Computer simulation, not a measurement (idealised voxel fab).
process module | voxel transistor to metal
cross-section cut | 185 nm wide | cells 5 nm
A cross-section is a grid of square cells, given in bands from the top down. A band is one or more rows of cells.
Each band's line starts with the height of the band's top and of its bottom, in nm. Then come its materials from left to right, each with its width in nm. One material with "throughout" fills the band from edge to edge. "air" is empty space.
Height 0 is the level under which the wafer as received is all one material. The lowest band goes on downwards, as in "0 down".
A width such as "30 to 40" changes by the same amount from each row of cells to the next, from the band's top row to its bottom row.
"no change" after a step means that no cell of the cross-section changed.
closed voids: empty space of 8 cells or more with no open way to the top, each as width x height at its distance from the left edge, in nm
after a step's settings: what the simulator itself notes on the step
overlay nm, on a step with a mask: how far to the right of its planned place the mask lay; to the left if negative
plan
1 op RECEIVE | material Si
2 op CONFORMAL_DEP | material SiO2 | thk nm 5
3 op CONFORMAL_DEP | material SiN | thk nm 10
4 op PATTERN | tone cover | mask id ACTIVE | material resist | width nm 115 | thk nm 15 | overlay nm 0
5 op DIRECTIONAL_ETCH | etch materials SiN | depth nm 10
6 op DIRECTIONAL_ETCH | etch materials SiO2 | depth nm 5
7 op DIRECTIONAL_ETCH | etch materials Si | depth nm 20
8 op STRIP | etch materials resist
9 op FILL_DEP | material SiO2 | thk nm 15
10 op CMP | height nm 15
11 op SELECTIVE_ETCH | etch materials SiO2 | depth nm 10
12 op STRIP | etch materials SiN
13 op SELECTIVE_ETCH | etch materials SiO2 | depth nm 5
14 op OXIDIZE | depth nm 5
15 op DIRECTIONAL_DEP | material polySi | thk nm 30
16 op DIRECTIONAL_DEP | material SiCN | thk nm 15
17 op MASKED_ETCH | tone cover | mask id GATE | width nm 25 | etch materials SiCN | depth nm 25 | overlay nm 0
18 op MASKED_ETCH | tone cover | mask id GATE | width nm 25 | etch materials polySi | depth nm 40 | overlay nm 0
19 op CONFORMAL_DEP | material SiO2 | thk nm 5
20 op DIRECTIONAL_ETCH | etch materials SiO2 | depth nm 5
21 op CONFORMAL_DEP | material SiN | thk nm 10
22 op DIRECTIONAL_ETCH | etch materials SiN | depth nm 10
23 op DIRECTIONAL_ETCH | etch materials SiO2 | depth nm 5
24 op DIRECTIONAL_ETCH | etch materials Si | depth nm 15
25 op EPI | material pSi | thk nm 15
26 op FILL_DEP | material SiO2 | thk nm 5
27 op CMP | height nm 30
28 op STRIP | etch materials polySi
29 op SELECTIVE_ETCH | etch materials SiO2 | depth nm 5
30 op CONFORMAL_DEP | material HfO2 | thk nm 5
31 op CONFORMAL_DEP | material TiN | thk nm 5
32 op FILL_DEP | material W | thk nm 5
33 op CMP | height nm 25
34 op DIRECTIONAL_DEP | material SiO2 | thk nm 10
35 op MASKED_ETCH | tone open | mask id CONTACT | width nm 15 | pitch nm 80 | etch materials SiO2 | depth nm 40 | overlay nm 0
36 op CONFORMAL_DEP | material TiN | thk nm 5
37 op FILL_DEP | material Ru | thk nm 10
38 op CMP | height nm 35
39 op CONFORMAL_DEP | material SiCN | thk nm 5
40 op DIRECTIONAL_DEP | material SiO2 | thk nm 15
41 op PATTERN | tone open | mask id METAL_1 | material resist | width nm 15 | pitch nm 80 | thk nm 20 | overlay nm 0
42 op DIRECTIONAL_ETCH | etch materials SiO2 | depth nm 15
43 op DIRECTIONAL_ETCH | etch materials SiCN | depth nm 5
44 op STRIP | etch materials resist
45 op CONFORMAL_DEP | material TiN | thk nm 5
46 op FILL_DEP | material Cu | thk nm 5
47 op CMP | height nm 55
48 op CONFORMAL_DEP | material SiN | thk nm 5
first wafer, as planned
as received, after step 1
  0 down: Si throughout
  closed voids: none
after step 2
  5 to 0: SiO2 throughout
  below 0: unchanged
after step 3
  15 to 5: SiN throughout
  below 5: unchanged
after step 4
  30 to 15: air 35 | resist 115 | air 35
  below 15: unchanged
after step 5
  30 to 15: air 35 | resist 115 | air 35
  15 to 5: air 35 | SiN 115 | air 35
  below 5: unchanged
after step 6
  30 to 15: air 35 | resist 115 | air 35
  15 to 5: air 35 | SiN 115 | air 35
  5 to 0: air 35 | SiO2 115 | air 35
  below 0: unchanged
after step 7
  30 to 15: air 35 | resist 115 | air 35
  15 to 5: air 35 | SiN 115 | air 35
  5 to 0: air 35 | SiO2 115 | air 35
  0 to -20: air 35 | Si 115 | air 35
  below -20: unchanged
after step 8
  15 to 5: air 35 | SiN 115 | air 35
  below 5: unchanged
after step 9
  30 to 15: SiO2 throughout
  15 to 5: SiO2 35 | SiN 115 | SiO2 35
  5 to 0: SiO2 throughout
  0 to -20: SiO2 35 | Si 115 | SiO2 35
  below -20: unchanged
after step 10
  15 to 5: SiO2 35 | SiN 115 | SiO2 35
  below 5: unchanged
after step 11
  15 to 5: air 35 | SiN 115 | air 35
  below 5: unchanged
after step 12
  5 to 0: SiO2 throughout
  below 0: unchanged
after step 13
  0 to -20: SiO2 35 | Si 115 | SiO2 35
  below -20: unchanged
after step 14
  0 to -5: SiO2 throughout
  below -5: unchanged
after step 15
  30 to 0: polySi throughout
  below 0: unchanged
after step 16
  45 to 30: SiCN throughout
  below 30: unchanged
after step 17
  45 to 30: air 80 | SiCN 25 | air 80
  below 30: unchanged
after step 18
  45 to 30: air 80 | SiCN 25 | air 80
  30 to 0: air 80 | polySi 25 | air 80
  below 0: unchanged
after step 19
  50 to 45: air 75 | SiO2 35 | air 75
  45 to 30: air 75 | SiO2 5 | SiCN 25 | SiO2 5 | air 75
  30 to 5: air 75 | SiO2 5 | polySi 25 | SiO2 5 | air 75
  5 to 0: SiO2 80 | polySi 25 | SiO2 80
  below 0: unchanged
after step 20
  45 to 30: air 75 | SiO2 5 | SiCN 25 | SiO2 5 | air 75
  30 to 0: air 75 | SiO2 5 | polySi 25 | SiO2 5 | air 75
  below 0: unchanged
after step 21
  55 to 45: air 65 | SiN 55 | air 65
  45 to 30: air 65 | SiN 10 | SiO2 5 | SiCN 25 | SiO2 5 | SiN 10 | air 65
  30 to 10: air 65 | SiN 10 | SiO2 5 | polySi 25 | SiO2 5 | SiN 10 | air 65
  10 to 0: SiN 75 | SiO2 5 | polySi 25 | SiO2 5 | SiN 75
  below 0: unchanged
after step 22
  45 to 30: air 65 | SiN 10 | SiO2 5 | SiCN 25 | SiO2 5 | SiN 10 | air 65
  30 to 0: air 65 | SiN 10 | SiO2 5 | polySi 25 | SiO2 5 | SiN 10 | air 65
  below 0: unchanged
after step 23
  45 to 40: air 65 | SiN 10 | air 5 | SiCN 25 | air 5 | SiN 10 | air 65
  40 to 30: air 65 | SiN 10 | SiO2 5 | SiCN 25 | SiO2 5 | SiN 10 | air 65
  30 to 0: air 65 | SiN 10 | SiO2 5 | polySi 25 | SiO2 5 | SiN 10 | air 65
  0 to -5: air 65 | SiO2 55 | air 65
  below -5: unchanged
after step 24
  45 to 40: air 65 | SiN 10 | air 5 | SiCN 25 | air 5 | SiN 10 | air 65
  40 to 30: air 65 | SiN 10 | SiO2 5 | SiCN 25 | SiO2 5 | SiN 10 | air 65
  30 to 0: air 65 | SiN 10 | SiO2 5 | polySi 25 | SiO2 5 | SiN 10 | air 65
  0 to -5: air 65 | SiO2 55 | air 65
  -5 to -20: SiO2 35 | air 30 | Si 55 | air 30 | SiO2 35
  below -20: unchanged
after step 25
  45 to 40: air 65 | SiN 10 | air 5 | SiCN 25 | air 5 | SiN 10 | air 65
  40 to 30: air 65 | SiN 10 | SiO2 5 | SiCN 25 | SiO2 5 | SiN 10 | air 65
  30 to 10: air 65 | SiN 10 | SiO2 5 | polySi 25 | SiO2 5 | SiN 10 | air 65
  10 to 0: air 50 | pSi 15 | SiN 10 | SiO2 5 | polySi 25 | SiO2 5 | SiN 10 | pSi 15 | air 50
  0 to -5: air 50 | pSi 15 | SiO2 55 | pSi 15 | air 50
  -5 to -20: SiO2 35 | pSi 30 | Si 55 | pSi 30 | SiO2 35
  below -20: unchanged
after step 26
  50 to 45: SiO2 throughout
  45 to 30: SiO2 65 | SiN 10 | SiO2 5 | SiCN 25 | SiO2 5 | SiN 10 | SiO2 65
  30 to 10: SiO2 65 | SiN 10 | SiO2 5 | polySi 25 | SiO2 5 | SiN 10 | SiO2 65
  10 to 0: SiO2 50 | pSi 15 | SiN 10 | SiO2 5 | polySi 25 | SiO2 5 | SiN 10 | pSi 15 | SiO2 50
  0 to -5: SiO2 50 | pSi 15 | SiO2 55 | pSi 15 | SiO2 50
  below -5: unchanged
after step 27
  30 to 10: SiO2 65 | SiN 10 | SiO2 5 | polySi 25 | SiO2 5 | SiN 10 | SiO2 65
  below 10: unchanged
after step 28
  30 to 10: SiO2 65 | SiN 10 | SiO2 5 | air 25 | SiO2 5 | SiN 10 | SiO2 65
  10 to 0: SiO2 50 | pSi 15 | SiN 10 | SiO2 5 | air 25 | SiO2 5 | SiN 10 | pSi 15 | SiO2 50
  below 0: unchanged
after step 29
  30 to 25: air 65 | SiN 10 | air 35 | SiN 10 | air 65
  25 to 10: SiO2 65 | SiN 10 | air 35 | SiN 10 | SiO2 65
  10 to 0: SiO2 50 | pSi 15 | SiN 10 | air 35 | SiN 10 | pSi 15 | SiO2 50
  0 to -5: SiO2 50 | pSi 15 | SiO2 10 | air 35 | SiO2 10 | pSi 15 | SiO2 50
  below -5: unchanged
after step 30
  35 to 30: air 60 | HfO2 20 | air 25 | HfO2 20 | air 60
  30 to 25: HfO2 65 | SiN 10 | HfO2 5 | air 25 | HfO2 5 | SiN 10 | HfO2 65
  25 to 10: SiO2 65 | SiN 10 | HfO2 5 | air 25 | HfO2 5 | SiN 10 | SiO2 65
  10 to 0: SiO2 50 | pSi 15 | SiN 10 | HfO2 5 | air 25 | HfO2 5 | SiN 10 | pSi 15 | SiO2 50
  0 to -5: SiO2 50 | pSi 15 | SiO2 10 | HfO2 35 | SiO2 10 | pSi 15 | SiO2 50
  below -5: unchanged
after step 31
  40 to 35: air 55 | TiN 30 | air 15 | TiN 30 | air 55
  35 to 30: TiN 60 | HfO2 20 | TiN 5 | air 15 | TiN 5 | HfO2 20 | TiN 60
  30 to 25: HfO2 65 | SiN 10 | HfO2 5 | TiN 5 | air 15 | TiN 5 | HfO2 5 | SiN 10 | HfO2 65
  25 to 10: SiO2 65 | SiN 10 | HfO2 5 | TiN 5 | air 15 | TiN 5 | HfO2 5 | SiN 10 | SiO2 65
  10 to 5: SiO2 50 | pSi 15 | SiN 10 | HfO2 5 | TiN 5 | air 15 | TiN 5 | HfO2 5 | SiN 10 | pSi 15 | SiO2 50
  5 to 0: SiO2 50 | pSi 15 | SiN 10 | HfO2 5 | TiN 25 | HfO2 5 | SiN 10 | pSi 15 | SiO2 50
  below 0: unchanged
after step 32
  45 to 40: W throughout
  40 to 35: W 55 | TiN 30 | W 15 | TiN 30 | W 55
  35 to 30: TiN 60 | HfO2 20 | TiN 5 | W 15 | TiN 5 | HfO2 20 | TiN 60
  30 to 25: HfO2 65 | SiN 10 | HfO2 5 | TiN 5 | W 15 | TiN 5 | HfO2 5 | SiN 10 | HfO2 65
  25 to 10: SiO2 65 | SiN 10 | HfO2 5 | TiN 5 | W 15 | TiN 5 | HfO2 5 | SiN 10 | SiO2 65
  10 to 5: SiO2 50 | pSi 15 | SiN 10 | HfO2 5 | TiN 5 | W 15 | TiN 5 | HfO2 5 | SiN 10 | pSi 15 | SiO2 50
  below 5: unchanged
after step 33
  25 to 10: SiO2 65 | SiN 10 | HfO2 5 | TiN 5 | W 15 | TiN 5 | HfO2 5 | SiN 10 | SiO2 65
  below 10: unchanged
after step 34
  35 to 25: SiO2 throughout
  below 25: unchanged
after step 35
  35 to 25: SiO2 45 | air 15 | SiO2 65 | air 15 | SiO2 45
  25 to 10: SiO2 45 | air 15 | SiO2 5 | SiN 10 | HfO2 5 | TiN 5 | W 15 | TiN 5 | HfO2 5 | SiN 10 | SiO2 5 | air 15 | SiO2 45
  10 to 5: SiO2 45 | air 5 | pSi 15 | SiN 10 | HfO2 5 | TiN 5 | W 15 | TiN 5 | HfO2 5 | SiN 10 | pSi 15 | air 5 | SiO2 45
  5 to 0: SiO2 45 | air 5 | pSi 15 | SiN 10 | HfO2 5 | TiN 25 | HfO2 5 | SiN 10 | pSi 15 | air 5 | SiO2 45
  0 to -5: SiO2 45 | air 5 | pSi 15 | SiO2 10 | HfO2 35 | SiO2 10 | pSi 15 | air 5 | SiO2 45
  below -5: unchanged
after step 36
  40 to 35: TiN 50 | air 5 | TiN 75 | air 5 | TiN 50
  35 to 25: SiO2 45 | TiN 5 | air 5 | TiN 5 | SiO2 65 | TiN 5 | air 5 | TiN 5 | SiO2 45
  25 to 15: SiO2 45 | TiN 5 | air 5 | TiN 5 | SiO2 5 | SiN 10 | HfO2 5 | TiN 5 | W 15 | TiN 5 | HfO2 5 | SiN 10 | SiO2 5 | TiN 5 | air 5 | TiN 5 | SiO2 45
  15 to 10: SiO2 45 | TiN 15 | SiO2 5 | SiN 10 | HfO2 5 | TiN 5 | W 15 | TiN 5 | HfO2 5 | SiN 10 | SiO2 5 | TiN 15 | SiO2 45
  10 to 5: SiO2 45 | TiN 5 | pSi 15 | SiN 10 | HfO2 5 | TiN 5 | W 15 | TiN 5 | HfO2 5 | SiN 10 | pSi 15 | TiN 5 | SiO2 45
  5 to 0: SiO2 45 | TiN 5 | pSi 15 | SiN 10 | HfO2 5 | TiN 25 | HfO2 5 | SiN 10 | pSi 15 | TiN 5 | SiO2 45
  0 to -5: SiO2 45 | TiN 5 | pSi 15 | SiO2 10 | HfO2 35 | SiO2 10 | pSi 15 | TiN 5 | SiO2 45
  below -5: unchanged
after step 37
  50 to 40: Ru throughout
  40 to 35: TiN 50 | Ru 5 | TiN 75 | Ru 5 | TiN 50
  35 to 25: SiO2 45 | TiN 5 | Ru 5 | TiN 5 | SiO2 65 | TiN 5 | Ru 5 | TiN 5 | SiO2 45
  25 to 15: SiO2 45 | TiN 5 | Ru 5 | TiN 5 | SiO2 5 | SiN 10 | HfO2 5 | TiN 5 | W 15 | TiN 5 | HfO2 5 | SiN 10 | SiO2 5 | TiN 5 | Ru 5 | TiN 5 | SiO2 45
  below 15: unchanged
after step 38
  35 to 25: SiO2 45 | TiN 5 | Ru 5 | TiN 5 | SiO2 65 | TiN 5 | Ru 5 | TiN 5 | SiO2 45
  below 25: unchanged
after step 39
  40 to 35: SiCN throughout
  below 35: unchanged
after step 40
  55 to 40: SiO2 throughout
  below 40: unchanged
after step 41
  75 to 55: resist 45 | air 15 | resist 65 | air 15 | resist 45
  below 55: unchanged
after step 42
  75 to 55: resist 45 | air 15 | resist 65 | air 15 | resist 45
  55 to 40: SiO2 45 | air 15 | SiO2 65 | air 15 | SiO2 45
  below 40: unchanged
after step 43
  75 to 55: resist 45 | air 15 | resist 65 | air 15 | resist 45
  55 to 40: SiO2 45 | air 15 | SiO2 65 | air 15 | SiO2 45
  40 to 35: SiCN 45 | air 15 | SiCN 65 | air 15 | SiCN 45
  below 35: unchanged
after step 44
  55 to 40: SiO2 45 | air 15 | SiO2 65 | air 15 | SiO2 45
  below 40: unchanged
after step 45
  60 to 55: TiN 50 | air 5 | TiN 75 | air 5 | TiN 50
  55 to 40: SiO2 45 | TiN 5 | air 5 | TiN 5 | SiO2 65 | TiN 5 | air 5 | TiN 5 | SiO2 45
  40 to 35: SiCN 45 | TiN 15 | SiCN 65 | TiN 15 | SiCN 45
  below 35: unchanged
after step 46
  65 to 60: Cu throughout
  60 to 55: TiN 50 | Cu 5 | TiN 75 | Cu 5 | TiN 50
  55 to 40: SiO2 45 | TiN 5 | Cu 5 | TiN 5 | SiO2 65 | TiN 5 | Cu 5 | TiN 5 | SiO2 45
  below 40: unchanged
after step 47
  55 to 40: SiO2 45 | TiN 5 | Cu 5 | TiN 5 | SiO2 65 | TiN 5 | Cu 5 | TiN 5 | SiO2 45
  below 40: unchanged
after step 48
  60 to 55: SiN throughout
  below 55: unchanged
second wafer: like start, like plan, one mistake. Through step 3 it matches the first wafer
when step 4 should have ended
  30 to 15: air 35 | resist 120 | air 30
  below 15: unchanged
when step 5 should have ended
  30 to 15: air 35 | resist 120 | air 30
  15 to 5: air 35 | SiN 120 | air 30
  below 5: unchanged
when step 6 should have ended
  30 to 15: air 35 | resist 120 | air 30
  15 to 5: air 35 | SiN 120 | air 30
  5 to 0: air 35 | SiO2 120 | air 30
  below 0: unchanged
when step 7 should have ended
  30 to 15: air 35 | resist 120 | air 30
  15 to 5: air 35 | SiN 120 | air 30
  5 to 0: air 35 | SiO2 120 | air 30
  0 to -20: air 35 | Si 120 | air 30
  below -20: unchanged
when step 8 should have ended
  15 to 5: air 35 | SiN 120 | air 30
  below 5: unchanged
when step 9 should have ended
  30 to 15: SiO2 throughout
  15 to 5: SiO2 35 | SiN 120 | SiO2 30
  5 to 0: SiO2 throughout
  0 to -20: SiO2 35 | Si 120 | SiO2 30
  below -20: unchanged
when step 10 should have ended
  15 to 5: SiO2 35 | SiN 120 | SiO2 30
  below 5: unchanged
when step 11 should have ended
  15 to 5: air 35 | SiN 120 | air 30
  below 5: unchanged
when step 12 should have ended
  5 to 0: SiO2 throughout
  below 0: unchanged
when step 13 should have ended
  0 to -20: SiO2 35 | Si 120 | SiO2 30
  below -20: unchanged
when step 14 should have ended
  0 to -5: SiO2 throughout
  below -5: unchanged
when step 15 should have ended
  30 to 0: polySi throughout
  below 0: unchanged
when step 16 should have ended
  45 to 30: SiCN throughout
  below 30: unchanged
when step 17 should have ended
  45 to 30: air 80 | SiCN 25 | air 80
  below 30: unchanged
when step 18 should have ended
  45 to 30: air 80 | SiCN 25 | air 80
  30 to 0: air 80 | polySi 25 | air 80
  below 0: unchanged
when step 19 should have ended
  50 to 45: air 75 | SiO2 35 | air 75
  45 to 30: air 75 | SiO2 5 | SiCN 25 | SiO2 5 | air 75
  30 to 5: air 75 | SiO2 5 | polySi 25 | SiO2 5 | air 75
  5 to 0: SiO2 80 | polySi 25 | SiO2 80
  below 0: unchanged
when step 20 should have ended
  45 to 30: air 75 | SiO2 5 | SiCN 25 | SiO2 5 | air 75
  30 to 0: air 75 | SiO2 5 | polySi 25 | SiO2 5 | air 75
  below 0: unchanged
when step 21 should have ended
  55 to 45: air 65 | SiN 55 | air 65
  45 to 30: air 65 | SiN 10 | SiO2 5 | SiCN 25 | SiO2 5 | SiN 10 | air 65
  30 to 10: air 65 | SiN 10 | SiO2 5 | polySi 25 | SiO2 5 | SiN 10 | air 65
  10 to 0: SiN 75 | SiO2 5 | polySi 25 | SiO2 5 | SiN 75
  below 0: unchanged
when step 22 should have ended
  45 to 30: air 65 | SiN 10 | SiO2 5 | SiCN 25 | SiO2 5 | SiN 10 | air 65
  30 to 0: air 65 | SiN 10 | SiO2 5 | polySi 25 | SiO2 5 | SiN 10 | air 65
  below 0: unchanged
when step 23 should have ended
  45 to 40: air 65 | SiN 10 | air 5 | SiCN 25 | air 5 | SiN 10 | air 65
  40 to 30: air 65 | SiN 10 | SiO2 5 | SiCN 25 | SiO2 5 | SiN 10 | air 65
  30 to 0: air 65 | SiN 10 | SiO2 5 | polySi 25 | SiO2 5 | SiN 10 | air 65
  0 to -5: air 65 | SiO2 55 | air 65
  below -5: unchanged
when step 24 should have ended
  45 to 40: air 65 | SiN 10 | air 5 | SiCN 25 | air 5 | SiN 10 | air 65
  40 to 30: air 65 | SiN 10 | SiO2 5 | SiCN 25 | SiO2 5 | SiN 10 | air 65
  30 to 0: air 65 | SiN 10 | SiO2 5 | polySi 25 | SiO2 5 | SiN 10 | air 65
  0 to -5: air 65 | SiO2 55 | air 65
  -5 to -20: SiO2 35 | air 30 | Si 55 | air 35 | SiO2 30
  below -20: unchanged
when step 25 should have ended
  45 to 40: air 65 | SiN 10 | air 5 | SiCN 25 | air 5 | SiN 10 | air 65
  40 to 30: air 65 | SiN 10 | SiO2 5 | SiCN 25 | SiO2 5 | SiN 10 | air 65
  30 to 10: air 65 | SiN 10 | SiO2 5 | polySi 25 | SiO2 5 | SiN 10 | air 65
  10 to 0: air 50 | pSi 15 | SiN 10 | SiO2 5 | polySi 25 | SiO2 5 | SiN 10 | pSi 15 | air 50
  0 to -5: air 50 | pSi 15 | SiO2 55 | pSi 15 | air 50
  -5 to -20: SiO2 35 | pSi 30 | Si 55 | pSi 35 | SiO2 30
  below -20: unchanged
when step 26 should have ended
  50 to 45: SiO2 throughout
  45 to 30: SiO2 65 | SiN 10 | SiO2 5 | SiCN 25 | SiO2 5 | SiN 10 | SiO2 65
  30 to 10: SiO2 65 | SiN 10 | SiO2 5 | polySi 25 | SiO2 5 | SiN 10 | SiO2 65
  10 to 0: SiO2 50 | pSi 15 | SiN 10 | SiO2 5 | polySi 25 | SiO2 5 | SiN 10 | pSi 15 | SiO2 50
  0 to -5: SiO2 50 | pSi 15 | SiO2 55 | pSi 15 | SiO2 50
  below -5: unchanged
when step 27 should have ended
  30 to 10: SiO2 65 | SiN 10 | SiO2 5 | polySi 25 | SiO2 5 | SiN 10 | SiO2 65
  below 10: unchanged
when step 28 should have ended
  30 to 10: SiO2 65 | SiN 10 | SiO2 5 | air 25 | SiO2 5 | SiN 10 | SiO2 65
  10 to 0: SiO2 50 | pSi 15 | SiN 10 | SiO2 5 | air 25 | SiO2 5 | SiN 10 | pSi 15 | SiO2 50
  below 0: unchanged
when step 29 should have ended
  30 to 25: air 65 | SiN 10 | air 35 | SiN 10 | air 65
  25 to 10: SiO2 65 | SiN 10 | air 35 | SiN 10 | SiO2 65
  10 to 0: SiO2 50 | pSi 15 | SiN 10 | air 35 | SiN 10 | pSi 15 | SiO2 50
  0 to -5: SiO2 50 | pSi 15 | SiO2 10 | air 35 | SiO2 10 | pSi 15 | SiO2 50
  below -5: unchanged
when step 30 should have ended
  35 to 30: air 60 | HfO2 20 | air 25 | HfO2 20 | air 60
  30 to 25: HfO2 65 | SiN 10 | HfO2 5 | air 25 | HfO2 5 | SiN 10 | HfO2 65
  25 to 10: SiO2 65 | SiN 10 | HfO2 5 | air 25 | HfO2 5 | SiN 10 | SiO2 65
  10 to 0: SiO2 50 | pSi 15 | SiN 10 | HfO2 5 | air 25 | HfO2 5 | SiN 10 | pSi 15 | SiO2 50
  0 to -5: SiO2 50 | pSi 15 | SiO2 10 | HfO2 35 | SiO2 10 | pSi 15 | SiO2 50
  below -5: unchanged
when step 31 should have ended
  40 to 35: air 55 | TiN 30 | air 15 | TiN 30 | air 55
  35 to 30: TiN 60 | HfO2 20 | TiN 5 | air 15 | TiN 5 | HfO2 20 | TiN 60
  30 to 25: HfO2 65 | SiN 10 | HfO2 5 | TiN 5 | air 15 | TiN 5 | HfO2 5 | SiN 10 | HfO2 65
  25 to 10: SiO2 65 | SiN 10 | HfO2 5 | TiN 5 | air 15 | TiN 5 | HfO2 5 | SiN 10 | SiO2 65
  10 to 5: SiO2 50 | pSi 15 | SiN 10 | HfO2 5 | TiN 5 | air 15 | TiN 5 | HfO2 5 | SiN 10 | pSi 15 | SiO2 50
  5 to 0: SiO2 50 | pSi 15 | SiN 10 | HfO2 5 | TiN 25 | HfO2 5 | SiN 10 | pSi 15 | SiO2 50
  below 0: unchanged
when step 32 should have ended
  45 to 40: W throughout
  40 to 35: W 55 | TiN 30 | W 15 | TiN 30 | W 55
  35 to 30: TiN 60 | HfO2 20 | TiN 5 | W 15 | TiN 5 | HfO2 20 | TiN 60
  30 to 25: HfO2 65 | SiN 10 | HfO2 5 | TiN 5 | W 15 | TiN 5 | HfO2 5 | SiN 10 | HfO2 65
  25 to 10: SiO2 65 | SiN 10 | HfO2 5 | TiN 5 | W 15 | TiN 5 | HfO2 5 | SiN 10 | SiO2 65
  10 to 5: SiO2 50 | pSi 15 | SiN 10 | HfO2 5 | TiN 5 | W 15 | TiN 5 | HfO2 5 | SiN 10 | pSi 15 | SiO2 50
  below 5: unchanged
when step 33 should have ended
  25 to 10: SiO2 65 | SiN 10 | HfO2 5 | TiN 5 | W 15 | TiN 5 | HfO2 5 | SiN 10 | SiO2 65
  below 10: unchanged
when step 34 should have ended
  35 to 25: SiO2 throughout
  below 25: unchanged
when step 35 should have ended
  35 to 25: SiO2 45 | air 15 | SiO2 65 | air 15 | SiO2 45
  25 to 10: SiO2 45 | air 15 | SiO2 5 | SiN 10 | HfO2 5 | TiN 5 | W 15 | TiN 5 | HfO2 5 | SiN 10 | SiO2 5 | air 15 | SiO2 45
  10 to 5: SiO2 45 | air 5 | pSi 15 | SiN 10 | HfO2 5 | TiN 5 | W 15 | TiN 5 | HfO2 5 | SiN 10 | pSi 15 | air 5 | SiO2 45
  5 to 0: SiO2 45 | air 5 | pSi 15 | SiN 10 | HfO2 5 | TiN 25 | HfO2 5 | SiN 10 | pSi 15 | air 5 | SiO2 45
  0 to -5: SiO2 45 | air 5 | pSi 15 | SiO2 10 | HfO2 35 | SiO2 10 | pSi 15 | air 5 | SiO2 45
  below -5: unchanged
when step 36 should have ended
  40 to 35: TiN 50 | air 5 | TiN 75 | air 5 | TiN 50
  35 to 25: SiO2 45 | TiN 5 | air 5 | TiN 5 | SiO2 65 | TiN 5 | air 5 | TiN 5 | SiO2 45
  25 to 15: SiO2 45 | TiN 5 | air 5 | TiN 5 | SiO2 5 | SiN 10 | HfO2 5 | TiN 5 | W 15 | TiN 5 | HfO2 5 | SiN 10 | SiO2 5 | TiN 5 | air 5 | TiN 5 | SiO2 45
  15 to 10: SiO2 45 | TiN 15 | SiO2 5 | SiN 10 | HfO2 5 | TiN 5 | W 15 | TiN 5 | HfO2 5 | SiN 10 | SiO2 5 | TiN 15 | SiO2 45
  10 to 5: SiO2 45 | TiN 5 | pSi 15 | SiN 10 | HfO2 5 | TiN 5 | W 15 | TiN 5 | HfO2 5 | SiN 10 | pSi 15 | TiN 5 | SiO2 45
  5 to 0: SiO2 45 | TiN 5 | pSi 15 | SiN 10 | HfO2 5 | TiN 25 | HfO2 5 | SiN 10 | pSi 15 | TiN 5 | SiO2 45
  0 to -5: SiO2 45 | TiN 5 | pSi 15 | SiO2 10 | HfO2 35 | SiO2 10 | pSi 15 | TiN 5 | SiO2 45
  below -5: unchanged
when step 37 should have ended
  50 to 40: Ru throughout
  40 to 35: TiN 50 | Ru 5 | TiN 75 | Ru 5 | TiN 50
  35 to 25: SiO2 45 | TiN 5 | Ru 5 | TiN 5 | SiO2 65 | TiN 5 | Ru 5 | TiN 5 | SiO2 45
  25 to 15: SiO2 45 | TiN 5 | Ru 5 | TiN 5 | SiO2 5 | SiN 10 | HfO2 5 | TiN 5 | W 15 | TiN 5 | HfO2 5 | SiN 10 | SiO2 5 | TiN 5 | Ru 5 | TiN 5 | SiO2 45
  below 15: unchanged
when step 38 should have ended
  35 to 25: SiO2 45 | TiN 5 | Ru 5 | TiN 5 | SiO2 65 | TiN 5 | Ru 5 | TiN 5 | SiO2 45
  below 25: unchanged
when step 39 should have ended
  40 to 35: SiCN throughout
  below 35: unchanged
when step 40 should have ended
  55 to 40: SiO2 throughout
  below 40: unchanged
when step 41 should have ended
  75 to 55: resist 45 | air 15 | resist 65 | air 15 | resist 45
  below 55: unchanged
when step 42 should have ended
  75 to 55: resist 45 | air 15 | resist 65 | air 15 | resist 45
  55 to 40: SiO2 45 | air 15 | SiO2 65 | air 15 | SiO2 45
  below 40: unchanged
when step 43 should have ended
  75 to 55: resist 45 | air 15 | resist 65 | air 15 | resist 45
  55 to 40: SiO2 45 | air 15 | SiO2 65 | air 15 | SiO2 45
  40 to 35: SiCN 45 | air 15 | SiCN 65 | air 15 | SiCN 45
  below 35: unchanged
when step 44 should have ended
  55 to 40: SiO2 45 | air 15 | SiO2 65 | air 15 | SiO2 45
  below 40: unchanged
when step 45 should have ended
  60 to 55: TiN 50 | air 5 | TiN 75 | air 5 | TiN 50
  55 to 40: SiO2 45 | TiN 5 | air 5 | TiN 5 | SiO2 65 | TiN 5 | air 5 | TiN 5 | SiO2 45
  40 to 35: SiCN 45 | TiN 15 | SiCN 65 | TiN 15 | SiCN 45
  below 35: unchanged
when step 46 should have ended
  65 to 60: Cu throughout
  60 to 55: TiN 50 | Cu 5 | TiN 75 | Cu 5 | TiN 50
  55 to 40: SiO2 45 | TiN 5 | Cu 5 | TiN 5 | SiO2 65 | TiN 5 | Cu 5 | TiN 5 | SiO2 45
  below 40: unchanged
when step 47 should have ended
  55 to 40: SiO2 45 | TiN 5 | Cu 5 | TiN 5 | SiO2 65 | TiN 5 | Cu 5 | TiN 5 | SiO2 45
  below 40: unchanged
when step 48 should have ended
  60 to 55: SiN throughout
  below 55: unchanged
what went wrong: step 4 ran as: op PATTERN | tone cover | mask id ACTIVE | material resist | width nm 120 | thk nm 15 | overlay nm 0
at the end the second wafer has, in cells: 3 fewer of SiO2 | 3 more of pSi
